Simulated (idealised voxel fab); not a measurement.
process module | voxel wiring stack
cross-section cut | 220 nm wide | cells 5 nm
A cross-section is a grid of square cells, given in bands from the top down. A band is one or more rows of cells.
Each band's line starts with the height of the band's top and of its bottom, in nm. Then come its materials from left to right, each with its width in nm. One material with "throughout" fills the band from edge to edge. "air" is empty space.
Height 0 is the level under which the wafer as received is all one material. The lowest band goes on downwards, as in "0 down".
A width such as "30 to 40" changes by the same amount from each row of cells to the next, from the band's top row to its bottom row.
"no change" after a step means that no cell of the cross-section changed.
closed voids: empty space of 8 cells or more with no open way to the top, each as width x height at its distance from the left edge, in nm
after a step's settings: what the simulator itself notes on the step
overlay nm, on a step with a mask: how far to the right of its planned place the mask lay; to the left if negative
plan
1 op RECEIVE | material Si
2 op CONFORMAL_DEP | material SiO2 | thk nm 10
3 op DIRECTIONAL_DEP | material TiN | thk nm 5
4 op DIRECTIONAL_DEP | material Ru | thk nm 20
5 op DIRECTIONAL_DEP | material aC | thk nm 10
6 op PATTERN | tone cover | mask id METAL_1 | material resist | width nm 30 | pitch nm 45 | thk nm 30 | overlay nm 0
7 op DIRECTIONAL_ETCH | etch materials aC | depth nm 10
8 op STRIP | etch materials resist
9 op DIRECTIONAL_ETCH | etch materials Ru | depth nm 20
10 op DIRECTIONAL_ETCH | etch materials TiN | depth nm 5
11 op STRIP | etch materials aC
12 op CONFORMAL_DEP | material SiCN | thk nm 5
13 op FILL_DEP | material SiO2 | thk nm 5
14 op CMP | height nm 35
15 op CONFORMAL_DEP | material SiCN | thk nm 5
16 op DIRECTIONAL_DEP | material lowk | thk nm 30
17 op DIRECTIONAL_DEP | material aC | thk nm 10
18 op PATTERN | tone open | mask id METAL_2_HOLES | material resist | width nm 15 | thk nm 25 | overlay nm 0
19 op DIRECTIONAL_ETCH | etch materials aC | depth nm 10
20 op STRIP | etch materials resist
21 op DIRECTIONAL_ETCH | etch materials lowk | depth nm 30
22 op STRIP | etch materials aC
23 op MASKED_ETCH | tone open | mask id METAL_2 | width nm 30 | pitch nm 45 | etch materials lowk | depth nm 15 | overlay nm 0
24 op MASKED_ETCH | tone open | mask id METAL_2 | width nm 30 | pitch nm 45 | etch materials SiCN | depth nm 5 | overlay nm 0
25 op CONFORMAL_DEP | material TiN | thk nm 5
26 op FILL_DEP | material Ru | thk nm 10
27 op CMP | height nm 70
28 op CONFORMAL_DEP | material SiCN | thk nm 5
29 op DIRECTIONAL_DEP | material lowk | thk nm 10
30 op PATTERN | tone open | mask id PLUG_2 | material resist | width nm 15 | thk nm 20 | overlay nm 0
31 op DIRECTIONAL_ETCH | etch materials lowk | depth nm 10
32 op DIRECTIONAL_ETCH | etch materials SiCN | depth nm 5
33 op STRIP | etch materials resist
34 op CONFORMAL_DEP | material TiN | thk nm 5
35 op FILL_DEP | material W | thk nm 5
36 op CMP | height nm 85
37 op CONFORMAL_DEP | material SiCN | thk nm 5
38 op DIRECTIONAL_DEP | material SiO2 | thk nm 15
39 op PATTERN | tone open | mask id METAL_3 | material resist | width nm 30 | pitch nm 45 | thk nm 15 | overlay nm 0
40 op DIRECTIONAL_ETCH | etch materials SiO2 | depth nm 15
41 op DIRECTIONAL_ETCH | etch materials SiCN | depth nm 5
42 op STRIP | etch materials resist
43 op CONFORMAL_DEP | material TiN | thk nm 5
44 op FILL_DEP | material Ru | thk nm 5
45 op CMP | height nm 105
46 op EPI | material Ru | thk nm 5
47 op FILL_DEP | material SiCN | thk nm 5
first wafer, as planned
as received, after step 1
  0 down: Si throughout
  closed voids: none
after step 2
  10 to 0: SiO2 throughout
  below 0: unchanged
after step 3
  15 to 10: TiN throughout
  below 10: unchanged
after step 4
  35 to 15: Ru throughout
  below 15: unchanged
after step 5
  45 to 35: aC throughout
  below 35: unchanged
after step 6
  75 to 45: air 70 | resist 30 | air 15 | resist 30 | air 75
  below 45: unchanged
after step 7
  65 to 45: air 70 | resist 30 | air 15 | resist 30 | air 75
  45 to 35: air 70 | aC 30 | air 15 | aC 30 | air 75
  below 35: unchanged
after step 8
  45 to 35: air 70 | aC 30 | air 15 | aC 30 | air 75
  below 35: unchanged
after step 9
  45 to 35: air 70 | aC 30 | air 15 | aC 30 | air 75
  35 to 15: air 70 | Ru 30 | air 15 | Ru 30 | air 75
  below 15: unchanged
after step 10
  45 to 35: air 70 | aC 30 | air 15 | aC 30 | air 75
  35 to 15: air 70 | Ru 30 | air 15 | Ru 30 | air 75
  15 to 10: air 70 | TiN 30 | air 15 | TiN 30 | air 75
  below 10: unchanged
after step 11
  35 to 15: air 70 | Ru 30 | air 15 | Ru 30 | air 75
  below 15: unchanged
after step 12
  40 to 35: air 65 | SiCN 40 | air 5 | SiCN 40 | air 70
  35 to 15: air 65 | SiCN 5 | Ru 30 | SiCN 5 | air 5 | SiCN 5 | Ru 30 | SiCN 5 | air 70
  15 to 10: SiCN 70 | TiN 30 | SiCN 15 | TiN 30 | SiCN 75
  below 10: unchanged
after step 13
  45 to 40: SiO2 throughout
  40 to 35: SiO2 65 | SiCN 40 | SiO2 5 | SiCN 40 | SiO2 70
  35 to 15: SiO2 65 | SiCN 5 | Ru 30 | SiCN 5 | SiO2 5 | SiCN 5 | Ru 30 | SiCN 5 | SiO2 70
  below 15: unchanged
after step 14
  35 to 15: SiO2 65 | SiCN 5 | Ru 30 | SiCN 5 | SiO2 5 | SiCN 5 | Ru 30 | SiCN 5 | SiO2 70
  below 15: unchanged
after step 15
  40 to 35: SiCN throughout
  below 35: unchanged
after step 16
  70 to 40: lowk throughout
  below 40: unchanged
after step 17
  80 to 70: aC throughout
  below 70: unchanged
after step 18
  105 to 80: resist 70 | air 15 | resist 135
  below 80: unchanged
after step 19
  95 to 80: resist 70 | air 15 | resist 135
  80 to 70: aC 70 | air 15 | aC 135
  below 70: unchanged
after step 20
  80 to 70: aC 70 | air 15 | aC 135
  below 70: unchanged
after step 21
  80 to 70: aC 70 | air 15 | aC 135
  70 to 40: lowk 70 | air 15 | lowk 135
  below 40: unchanged
after step 22
  70 to 40: lowk 70 | air 15 | lowk 135
  below 40: unchanged
after step 23
  70 to 55: lowk 70 | air 30 | lowk 15 | air 30 | lowk 75
  below 55: unchanged
after step 24
  70 to 55: lowk 70 | air 30 | lowk 15 | air 30 | lowk 75
  55 to 40: lowk 70 | air 15 | lowk 135
  40 to 35: SiCN 70 | air 15 | SiCN 135
  below 35: unchanged
after step 25
  75 to 70: TiN 75 | air 20 | TiN 25 | air 20 | TiN 80
  70 to 60: lowk 70 | TiN 5 | air 20 | TiN 5 | lowk 15 | TiN 5 | air 20 | TiN 5 | lowk 75
  60 to 55: lowk 70 | TiN 5 | air 5 | TiN 20 | lowk 15 | TiN 30 | lowk 75
  55 to 40: lowk 70 | TiN 5 | air 5 | TiN 5 | lowk 135
  40 to 35: SiCN 70 | TiN 15 | SiCN 135
  below 35: unchanged
after step 26
  85 to 75: Ru throughout
  75 to 70: TiN 75 | Ru 20 | TiN 25 | Ru 20 | TiN 80
  70 to 60: lowk 70 | TiN 5 | Ru 20 | TiN 5 | lowk 15 | TiN 5 | Ru 20 | TiN 5 | lowk 75
  60 to 55: lowk 70 | TiN 5 | Ru 5 | TiN 20 | lowk 15 | TiN 30 | lowk 75
  55 to 40: lowk 70 | TiN 5 | Ru 5 | TiN 5 | lowk 135
  below 40: unchanged
after step 27
  70 to 60: lowk 70 | TiN 5 | Ru 20 | TiN 5 | lowk 15 | TiN 5 | Ru 20 | TiN 5 | lowk 75
  below 60: unchanged
after step 28
  75 to 70: SiCN throughout
  below 70: unchanged
after step 29
  85 to 75: lowk throughout
  below 75: unchanged
after step 30
  105 to 85: resist 70 | air 15 | resist 135
  below 85: unchanged
after step 31
  105 to 85: resist 70 | air 15 | resist 135
  85 to 75: lowk 70 | air 15 | lowk 135
  below 75: unchanged
after step 32
  105 to 85: resist 70 | air 15 | resist 135
  85 to 75: lowk 70 | air 15 | lowk 135
  75 to 70: SiCN 70 | air 15 | SiCN 135
  below 70: unchanged
after step 33
  85 to 75: lowk 70 | air 15 | lowk 135
  below 75: unchanged
after step 34
  90 to 85: TiN 75 | air 5 | TiN 140
  85 to 75: lowk 70 | TiN 5 | air 5 | TiN 5 | lowk 135
  75 to 70: SiCN 70 | TiN 15 | SiCN 135
  below 70: unchanged
after step 35
  95 to 90: W throughout
  90 to 85: TiN 75 | W 5 | TiN 140
  85 to 75: lowk 70 | TiN 5 | W 5 | TiN 5 | lowk 135
  below 75: unchanged
after step 36
  85 to 75: lowk 70 | TiN 5 | W 5 | TiN 5 | lowk 135
  below 75: unchanged
after step 37
  90 to 85: SiCN throughout
  below 85: unchanged
after step 38
  105 to 90: SiO2 throughout
  below 90: unchanged
after step 39
  120 to 105: resist 70 | air 30 | resist 15 | air 30 | resist 75
  below 105: unchanged
after step 40
  120 to 105: resist 70 | air 30 | resist 15 | air 30 | resist 75
  105 to 90: SiO2 70 | air 30 | SiO2 15 | air 30 | SiO2 75
  below 90: unchanged
after step 41
  120 to 105: resist 70 | air 30 | resist 15 | air 30 | resist 75
  105 to 90: SiO2 70 | air 30 | SiO2 15 | air 30 | SiO2 75
  90 to 85: SiCN 70 | air 30 | SiCN 15 | air 30 | SiCN 75
  below 85: unchanged
after step 42
  105 to 90: SiO2 70 | air 30 | SiO2 15 | air 30 | SiO2 75
  below 90: unchanged
after step 43
  110 to 105: TiN 75 | air 20 | TiN 25 | air 20 | TiN 80
  105 to 90: SiO2 70 | TiN 5 | air 20 | TiN 5 | SiO2 15 | TiN 5 | air 20 | TiN 5 | SiO2 75
  90 to 85: SiCN 70 | TiN 30 | SiCN 15 | TiN 30 | SiCN 75
  below 85: unchanged
after step 44
  115 to 110: Ru throughout
  110 to 105: TiN 75 | Ru 20 | TiN 25 | Ru 20 | TiN 80
  105 to 90: SiO2 70 | TiN 5 | Ru 20 | TiN 5 | SiO2 15 | TiN 5 | Ru 20 | TiN 5 | SiO2 75
  below 90: unchanged
after step 45
  105 to 90: SiO2 70 | TiN 5 | Ru 20 | TiN 5 | SiO2 15 | TiN 5 | Ru 20 | TiN 5 | SiO2 75
  below 90: unchanged
after step 46
  110 to 105: air 65 | Ru 40 | air 5 | Ru 40 | air 70
  below 105: unchanged
after step 47
  115 to 110: SiCN throughout
  110 to 105: SiCN 65 | Ru 40 | SiCN 5 | Ru 40 | SiCN 70
  below 105: unchanged
second wafer: like start, like plan, one mistake. Through step 2 it matches the first wafer
when step 3 should have ended: no change
when step 4 should have ended
  30 to 10: Ru throughout
  below 10: unchanged
when step 5 should have ended
  40 to 30: aC throughout
  below 30: unchanged
when step 6 should have ended
  70 to 40: air 70 | resist 30 | air 15 | resist 30 | air 75
  below 40: unchanged
when step 7 should have ended
  60 to 40: air 70 | resist 30 | air 15 | resist 30 | air 75
  40 to 30: air 70 | aC 30 | air 15 | aC 30 | air 75
  below 30: unchanged
when step 8 should have ended
  40 to 30: air 70 | aC 30 | air 15 | aC 30 | air 75
  below 30: unchanged
when step 9 should have ended
  40 to 30: air 70 | aC 30 | air 15 | aC 30 | air 75
  30 to 10: air 70 | Ru 30 | air 15 | Ru 30 | air 75
  below 10: unchanged
when step 10 should have ended: no change
when step 11 should have ended
  30 to 10: air 70 | Ru 30 | air 15 | Ru 30 | air 75
  below 10: unchanged
when step 12 should have ended
  35 to 30: air 65 | SiCN 40 | air 5 | SiCN 40 | air 70
  30 to 15: air 65 | SiCN 5 | Ru 30 | SiCN 5 | air 5 | SiCN 5 | Ru 30 | SiCN 5 | air 70
  15 to 10: SiCN 70 | Ru 30 | SiCN 15 | Ru 30 | SiCN 75
  below 10: unchanged
when step 13 should have ended
  40 to 35: SiO2 throughout
  35 to 30: SiO2 65 | SiCN 40 | SiO2 5 | SiCN 40 | SiO2 70
  30 to 15: SiO2 65 | SiCN 5 | Ru 30 | SiCN 5 | SiO2 5 | SiCN 5 | Ru 30 | SiCN 5 | SiO2 70
  below 15: unchanged
when step 14 should have ended
  35 to 30: SiO2 65 | SiCN 40 | SiO2 5 | SiCN 40 | SiO2 70
  below 30: unchanged
when step 15 should have ended
  40 to 35: SiCN throughout
  below 35: unchanged
when step 16 should have ended
  70 to 40: lowk throughout
  below 40: unchanged
when step 17 should have ended
  80 to 70: aC throughout
  below 70: unchanged
when step 18 should have ended
  105 to 80: resist 70 | air 15 | resist 135
  below 80: unchanged
when step 19 should have ended
  95 to 80: resist 70 | air 15 | resist 135
  80 to 70: aC 70 | air 15 | aC 135
  below 70: unchanged
when step 20 should have ended
  80 to 70: aC 70 | air 15 | aC 135
  below 70: unchanged
when step 21 should have ended
  80 to 70: aC 70 | air 15 | aC 135
  70 to 40: lowk 70 | air 15 | lowk 135
  below 40: unchanged
when step 22 should have ended
  70 to 40: lowk 70 | air 15 | lowk 135
  below 40: unchanged
when step 23 should have ended
  70 to 55: lowk 70 | air 30 | lowk 15 | air 30 | lowk 75
  below 55: unchanged
when step 24 should have ended
  70 to 55: lowk 70 | air 30 | lowk 15 | air 30 | lowk 75
  55 to 40: lowk 70 | air 15 | lowk 135
  40 to 35: SiCN 70 | air 15 | SiCN 135
  below 35: unchanged
when step 25 should have ended
  75 to 70: TiN 75 | air 20 | TiN 25 | air 20 | TiN 80
  70 to 60: lowk 70 | TiN 5 | air 20 | TiN 5 | lowk 15 | TiN 5 | air 20 | TiN 5 | lowk 75
  60 to 55: lowk 70 | TiN 5 | air 5 | TiN 20 | lowk 15 | TiN 30 | lowk 75
  55 to 40: lowk 70 | TiN 5 | air 5 | TiN 5 | lowk 135
  40 to 35: SiCN 70 | TiN 15 | SiCN 135
  below 35: unchanged
when step 26 should have ended
  85 to 75: Ru throughout
  75 to 70: TiN 75 | Ru 20 | TiN 25 | Ru 20 | TiN 80
  70 to 60: lowk 70 | TiN 5 | Ru 20 | TiN 5 | lowk 15 | TiN 5 | Ru 20 | TiN 5 | lowk 75
  60 to 55: lowk 70 | TiN 5 | Ru 5 | TiN 20 | lowk 15 | TiN 30 | lowk 75
  55 to 40: lowk 70 | TiN 5 | Ru 5 | TiN 5 | lowk 135
  below 40: unchanged
when step 27 should have ended
  70 to 60: lowk 70 | TiN 5 | Ru 20 | TiN 5 | lowk 15 | TiN 5 | Ru 20 | TiN 5 | lowk 75
  below 60: unchanged
when step 28 should have ended
  75 to 70: SiCN throughout
  below 70: unchanged
when step 29 should have ended
  85 to 75: lowk throughout
  below 75: unchanged
when step 30 should have ended
  105 to 85: resist 70 | air 15 | resist 135
  below 85: unchanged
when step 31 should have ended
  105 to 85: resist 70 | air 15 | resist 135
  85 to 75: lowk 70 | air 15 | lowk 135
  below 75: unchanged
when step 32 should have ended
  105 to 85: resist 70 | air 15 | resist 135
  85 to 75: lowk 70 | air 15 | lowk 135
  75 to 70: SiCN 70 | air 15 | SiCN 135
  below 70: unchanged
when step 33 should have ended
  85 to 75: lowk 70 | air 15 | lowk 135
  below 75: unchanged
when step 34 should have ended
  90 to 85: TiN 75 | air 5 | TiN 140
  85 to 75: lowk 70 | TiN 5 | air 5 | TiN 5 | lowk 135
  75 to 70: SiCN 70 | TiN 15 | SiCN 135
  below 70: unchanged
when step 35 should have ended
  95 to 90: W throughout
  90 to 85: TiN 75 | W 5 | TiN 140
  85 to 75: lowk 70 | TiN 5 | W 5 | TiN 5 | lowk 135
  below 75: unchanged
when step 36 should have ended
  85 to 75: lowk 70 | TiN 5 | W 5 | TiN 5 | lowk 135
  below 75: unchanged
when step 37 should have ended
  90 to 85: SiCN throughout
  below 85: unchanged
when step 38 should have ended
  105 to 90: SiO2 throughout
  below 90: unchanged
when step 39 should have ended
  120 to 105: resist 70 | air 30 | resist 15 | air 30 | resist 75
  below 105: unchanged
when step 40 should have ended
  120 to 105: resist 70 | air 30 | resist 15 | air 30 | resist 75
  105 to 90: SiO2 70 | air 30 | SiO2 15 | air 30 | SiO2 75
  below 90: unchanged
when step 41 should have ended
  120 to 105: resist 70 | air 30 | resist 15 | air 30 | resist 75
  105 to 90: SiO2 70 | air 30 | SiO2 15 | air 30 | SiO2 75
  90 to 85: SiCN 70 | air 30 | SiCN 15 | air 30 | SiCN 75
  below 85: unchanged
when step 42 should have ended
  105 to 90: SiO2 70 | air 30 | SiO2 15 | air 30 | SiO2 75
  below 90: unchanged
when step 43 should have ended
  110 to 105: TiN 75 | air 20 | TiN 25 | air 20 | TiN 80
  105 to 90: SiO2 70 | TiN 5 | air 20 | TiN 5 | SiO2 15 | TiN 5 | air 20 | TiN 5 | SiO2 75
  90 to 85: SiCN 70 | TiN 30 | SiCN 15 | TiN 30 | SiCN 75
  below 85: unchanged
when step 44 should have ended
  115 to 110: Ru throughout
  110 to 105: TiN 75 | Ru 20 | TiN 25 | Ru 20 | TiN 80
  105 to 90: SiO2 70 | TiN 5 | Ru 20 | TiN 5 | SiO2 15 | TiN 5 | Ru 20 | TiN 5 | SiO2 75
  below 90: unchanged
when step 45 should have ended
  105 to 90: SiO2 70 | TiN 5 | Ru 20 | TiN 5 | SiO2 15 | TiN 5 | Ru 20 | TiN 5 | SiO2 75
  below 90: unchanged
when step 46 should have ended
  110 to 105: air 65 | Ru 40 | air 5 | Ru 40 | air 70
  below 105: unchanged
when step 47 should have ended
  115 to 110: SiCN throughout
  110 to 105: SiCN 65 | Ru 40 | SiCN 5 | Ru 40 | SiCN 70
  below 105: unchanged
what went wrong: step 3 was left out
at the end the second wafer has, in cells: 12 more of SiCN | 12 fewer of TiN
